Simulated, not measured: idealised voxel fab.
The name of this process module is voxel trench capacitor.
cross-section cut | 225 nm wide | cells 5 nm
Just so we're on the same page, the cross-sections are grids of square cells, and they're listed out in bands top to bottom, each band one or more rows deep.
It is stipulated that each band's entry specify, in nanometres, the height of the top of the band and then that of its bottom, followed by the materials of the band in left-to-right sequence, each together with its width in nanometres. A single material marked by the word "everywhere" is understood to fill the band from edge to edge; the word "air" is understood to denote empty space.
Heights are expressed relative to 0, this being the level below which the as-received wafer comprises one material exclusively. The lowest band is unbounded in the downward direction and is denoted as in "0 nm and below".
The two numbers in a width such as "30->40" mark its ends across the band: the first belongs to the top row of cells, the second to the bottom row, and from each row to the next the width moves by the same amount.
"nothing changed", as given for a step, is the statement that not any cell of the cross-section underwent a change during that step.
Look at "Closed internal voids" for the closed voids: empty spaces with no open path to the top, sized 8 cells or up. Each is width x height at distance, distance from the left edge, all nm.
Step line, after settings: the simulator's comment on this step.
The "overlay nm" setting may appear on a step's line; for a step that uses a mask, it gives how far to the right of its planned position the mask lay, and a negative value indicates the left.
plan
1) RECEIVE with material Si
2) CONFORMAL_DEP with material SiN, thk nm 10
3) MASKED_ETCH with tone open, mask id TRENCH, width nm 20, pitch nm 45, etch materials SiN, depth nm 10, overlay nm 0
4) MASKED_ETCH with tone open, mask id TRENCH, width nm 20, pitch nm 45, etch materials Si, depth nm 25, overlay nm 0
5) CONFORMAL_DEP with material SiO2, thk nm 5
6) FILL_DEP with material polySi, thk nm 5
7) CMP with height nm 10
As received (post step 1): cross-section
0 nm and below | Si everywhere
Closed internal voids: none
The plan above was carried out on the starting structure above with one mistake, and this cross-section shows the wafer at the end of the module
15 nm to 10 nm | SiO2 (60), then polySi (10), then SiO2 (35), then polySi (10), then SiO2 (35), then polySi (10), then SiO2 (65)
10 nm to 0 nm | SiN (55), then SiO2 (5), then polySi (10), then SiO2 (5), then SiN (25), then SiO2 (5), then polySi (10), then SiO2 (5), then SiN (25), then SiO2 (5), then polySi (10), then SiO2 (5), then SiN (60)
0 nm to -20 nm | Si (55), then SiO2 (5), then polySi (10), then SiO2 (5), then Si (25), then SiO2 (5), then polySi (10), then SiO2 (5), then Si (25), then SiO2 (5), then polySi (10), then SiO2 (5), then Si (60)
-20 nm to -25 nm | Si (55), then SiO2 (20), then Si (25), then SiO2 (20), then Si (25), then SiO2 (20), then Si (60)
-25 nm and below | Si everywhere
Closed internal voids: none
Heads up, the wafer didn't run the way we planned it: step 7 went in with a setting other than planned; the actual run was CMP with height nm 15
